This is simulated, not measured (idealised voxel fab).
The following is a process module called voxel transistor to metal.
The cross-section on display is named cut; it measures 200 nm wide, and its cells are 5 nm squares.
A cross-section is written here as square cells arranged in a grid, and it is given in bands from the top down, each band taking up one or more rows of cells.
Look at the band entry: it leads with the top's height and the bottom's height in nm. Then it lists the materials left to right, with a width in nm for each. The word "all across" on a single material says that material fills the band edge to edge. The word "air" is empty space.
For the purposes of this specification, 0 denotes the height below which the wafer in its as-received condition is composed wholly of one material, and the lowermost band, lacking a lower limit, extends downward without end, as expressed in "top 0, no bottom".
Width: "30 to 40" (first number = top row, second number = bottom row, same change from row to row of cells).
It should be understood that the words "stayed the same", when stated for a given step, signify that the cross-section underwent no change in any of its cells during that step.
"Sealed void listing" enumerates empty spaces isolated from the top, with no open way to it, that contain at least 8 cells, giving each as width x height at distance from the left edge, all three in nm.
On a step's line, text after the settings is the simulator commenting on that step.
overlay nm: mask offset rightward from planned place, masked step; negative means leftward offset.

**The following list gives the planned process steps**
1) RECEIVE | material Si
2) CONFORMAL_DEP | material SiO2 | thk nm 5
3) CONFORMAL_DEP | material SiN | thk nm 10
4) PATTERN | tone cover | mask id ACTIVE | material resist | width nm 110 | thk nm 15 | overlay nm 0
5) DIRECTIONAL_ETCH | etch materials SiN | depth nm 10
6) DIRECTIONAL_ETCH | etch materials SiO2 | depth nm 5
7) DIRECTIONAL_ETCH | etch materials Si | depth nm 20
8) STRIP | etch materials resist
9) OXIDIZE | depth nm 5
10) FILL_DEP | material SiO2 | thk nm 10
11) CMP | height nm 15
12) SELECTIVE_ETCH | etch materials SiO2 | depth nm 10
13) STRIP | etch materials SiN
14) SELECTIVE_ETCH | etch materials SiO2 | depth nm 5
15) OXIDIZE | depth nm 5
16) DIRECTIONAL_DEP | material polySi | thk nm 30
17) DIRECTIONAL_DEP | material SiCN | thk nm 15
18) DIRECTIONAL_DEP | material aC | thk nm 15
19) PATTERN | tone cover | mask id GATE | material resist | width nm 20 | thk nm 35 | overlay nm 0
20) DIRECTIONAL_ETCH | etch materials aC | depth nm 15
21) STRIP | etch materials resist
22) DIRECTIONAL_ETCH | etch materials SiCN | depth nm 25
23) DIRECTIONAL_ETCH | etch materials polySi | depth nm 40
24) STRIP | etch materials aC
25) CONFORMAL_DEP | material SiO2 | thk nm 5
26) DIRECTIONAL_ETCH | etch materials SiO2 | depth nm 5
27) CONFORMAL_DEP | material SiN | thk nm 5
28) DIRECTIONAL_ETCH | etch materials SiN | depth nm 5
29) DIRECTIONAL_ETCH | etch materials SiO2 | depth nm 5
30) DIRECTIONAL_ETCH | etch materials Si | depth nm 5
31) EPI | material nSi | thk nm 5
32) FILL_DEP | material SiO2 | thk nm 5
33) CMP | height nm 45
34) DIRECTIONAL_DEP | material SiO2 | thk nm 15
35) DIRECTIONAL_DEP | material aC | thk nm 15
36) PATTERN | tone open | mask id CONTACT | material resist | width nm 20 | pitch nm 80 | thk nm 30 | overlay nm 0
37) DIRECTIONAL_ETCH | etch materials aC | depth nm 15
38) STRIP | etch materials resist
39) DIRECTIONAL_ETCH | etch materials SiO2 | depth nm 65
40) STRIP | etch materials aC
41) CONFORMAL_DEP | material TiN | thk nm 5
42) FILL_DEP | material W | thk nm 10
43) CMP | height nm 60
44) DIRECTIONAL_DEP | material TiN | thk nm 5
45) DIRECTIONAL_DEP | material Ru | thk nm 20
46) PATTERN | tone cover | mask id METAL_1 | material resist | width nm 20 | pitch nm 80 | thk nm 20 | overlay nm 0
47) DIRECTIONAL_ETCH | etch materials Ru | depth nm 20
48) DIRECTIONAL_ETCH | etch materials TiN | depth nm 5
49) STRIP | etch materials resist
50) FILL_DEP | material lowk | thk nm 10
51) CMP | height nm 85
52) CONFORMAL_DEP | material SiCN | thk nm 5
Same starting wafers, different width nm at step 4. Plan value belongs to the first wafer.

**As-received state after step 1, first of several wafers, cross-section**
* top 0, no bottom  Si all across
* Sealed void listing: none

**End-of-module cross-section, first of several wafers, after last step 52**
* top 90, bottom 85  SiCN all across
* top 85, bottom 65  50 lowk | 20 Ru | 60 lowk | 20 Ru | 50 lowk
* top 65, bottom 60  50 lowk | 20 TiN | 60 lowk | 20 TiN | 50 lowk
* top 60, bottom 45  50 SiO2 | 5 TiN | 10 W | 5 TiN | 60 SiO2 | 5 TiN | 10 W | 5 TiN | 50 SiO2
* top 45, bottom 30  50 SiO2 | 5 TiN | 10 W | 5 TiN | 10 SiO2 | 5 SiN | 5 SiO2 | 20 SiCN | 5 SiO2 | 5 SiN | 10 SiO2 | 5 TiN | 10 W | 5 TiN | 50 SiO2
* top 30, bottom 0  50 SiO2 | 5 TiN | 10 W | 5 TiN | 10 SiO2 | 5 SiN | 5 SiO2 | 20 polySi | 5 SiO2 | 5 SiN | 10 SiO2 | 5 TiN | 10 W | 5 TiN | 50 SiO2
* top 0, bottom -5  50 SiO2 | 20 TiN | 5 SiO2 | 5 nSi | 40 SiO2 | 5 nSi | 5 SiO2 | 20 TiN | 50 SiO2
* top -5, bottom -10  50 SiO2 | 30 nSi | 40 Si | 30 nSi | 50 SiO2
* top -10, bottom -25  50 SiO2 | 100 Si | 50 SiO2
* top -25, no bottom  Si all across
* Sealed void listing: none

**Final wafer cross-section at module end**
* top 90, bottom 85  SiCN all across
* top 85, bottom 65  50 lowk | 20 Ru | 60 lowk | 20 Ru | 50 lowk
* top 65, bottom 60  50 lowk | 20 TiN | 60 lowk | 20 TiN | 50 lowk
* top 60, bottom 45  50 SiO2 | 5 TiN | 10 W | 5 TiN | 60 SiO2 | 5 TiN | 10 W | 5 TiN | 50 SiO2
* top 45, bottom 30  50 SiO2 | 5 TiN | 10 W | 5 TiN | 10 SiO2 | 5 SiN | 5 SiO2 | 20 SiCN | 5 SiO2 | 5 SiN | 10 SiO2 | 5 TiN | 10 W | 5 TiN | 50 SiO2
* top 30, bottom 0  50 SiO2 | 5 TiN | 10 W | 5 TiN | 10 SiO2 | 5 SiN | 5 SiO2 | 20 polySi | 5 SiO2 | 5 SiN | 10 SiO2 | 5 TiN | 10 W | 5 TiN | 50 SiO2
* top 0, bottom -5  50 SiO2 | 20 TiN | 5 SiO2 | 5 nSi | 40 SiO2 | 5 nSi | 5 SiO2 | 20 TiN | 50 SiO2
* top -5, bottom -10  40 SiO2 | 40 nSi | 40 Si | 45 nSi | 35 SiO2
* top -10, bottom -25  40 SiO2 | 125 Si | 35 SiO2
* top -25, no bottom  Si all across
* Sealed void listing: none

**Wafer rows, end of module: cells per material gained (+) or lost (-) since receipt; closed voids last**
width nm 110; +32 Ru; -132 Si; +52 SiCN; +18 SiN; +440 SiO2; +64 TiN; +48 W; +160 lowk; +14 nSi; +24 polySi; Sealed void listing: none
width nm 115; +32 Ru; -129 Si; +52 SiCN; +18 SiN; +436 SiO2; +64 TiN; +48 W; +160 lowk; +15 nSi; +24 polySi; Sealed void listing: none
width nm 120; +32 Ru; -126 Si; +52 SiCN; +18 SiN; +432 SiO2; +64 TiN; +48 W; +160 lowk; +16 nSi; +24 polySi; Sealed void listing: none
width nm 125; +32 Ru; -123 Si; +52 SiCN; +18 SiN; +428 SiO2; +64 TiN; +48 W; +160 lowk; +17 nSi; +24 polySi; Sealed void listing: none
width nm 130; +32 Ru; -120 Si; +52 SiCN; +18 SiN; +424 SiO2; +64 TiN; +48 W; +160 lowk; +18 nSi; +24 polySi; Sealed void listing: none
width nm 135; +32 Ru; -117 Si; +52 SiCN; +18 SiN; +420 SiO2; +64 TiN; +48 W; +160 lowk; +19 nSi; +24 polySi; Sealed void listing: none
